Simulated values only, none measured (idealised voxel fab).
process module | voxel local oxidation
cross-section cut | 205 nm wide | cells 5 nm
A cross-section is a grid of square cells, given in bands from the top down. A band is one or more rows of cells.
Each band's line starts with the height of the band's top and of its bottom, in nm. Then come its materials from left to right, each with its width in nm. One material with "throughout" fills the band from edge to edge. "air" is empty space.
Height 0 is the level under which the wafer as received is all one material. The lowest band goes on downwards, as in "0 down".
A width such as "30 to 40" changes by the same amount from each row of cells to the next, from the band's top row to its bottom row.
"no change" after a step means that no cell of the cross-section changed.
closed voids: empty space of 8 cells or more with no open way to the top, each as width x height at its distance from the left edge, in nm
after a step's settings: what the simulator itself notes on the step
overlay nm, on a step with a mask: how far to the right of its planned place the mask lay; to the left if negative
plan
1 op RECEIVE | material Si
2 op OXIDIZE | depth nm 5
3 op CONFORMAL_DEP | material SiN | thk nm 10
4 op MASKED_ETCH | tone cover | mask id ACTIVE | width nm 100 | etch materials SiN | depth nm 10 | overlay nm 0
5 op SELECTIVE_ETCH | etch materials SiO2 | depth nm 5
6 op OXIDIZE | depth nm 10
7 op STRIP | etch materials SiN
first wafer, as planned
as received, after step 1
  0 down: Si throughout
  closed voids: none
after step 2
  0 to -5: SiO2 throughout
  below -5: unchanged
after step 3
  10 to 0: SiN throughout
  below 0: unchanged
after step 4
  10 to 0: air 50 | SiN 100 | air 55
  below 0: unchanged
after step 5
  10 to 0: air 50 | SiN 100 | air 55
  0 to -5: air 55 | SiO2 90 | air 60
  below -5: unchanged
after step 6
  10 to 0: air 50 | SiN 100 | air 55
  0 to -5: air 55 | SiO2 90 | air 60
  -5 to -15: SiO2 65 | Si 70 | SiO2 70
  below -15: unchanged
after step 7
  0 to -5: air 55 | SiO2 90 | air 60
  below -5: unchanged
second wafer: like start, like plan, one mistake. Through step 6 it matches the first wafer
when step 7 should have ended
  0 to -5: air 55 | SiO2 90 | air 60
  below -5: unchanged
what went wrong: step 7 was run twice
at the end the two cross-sections are the same: no effect in what this model computes
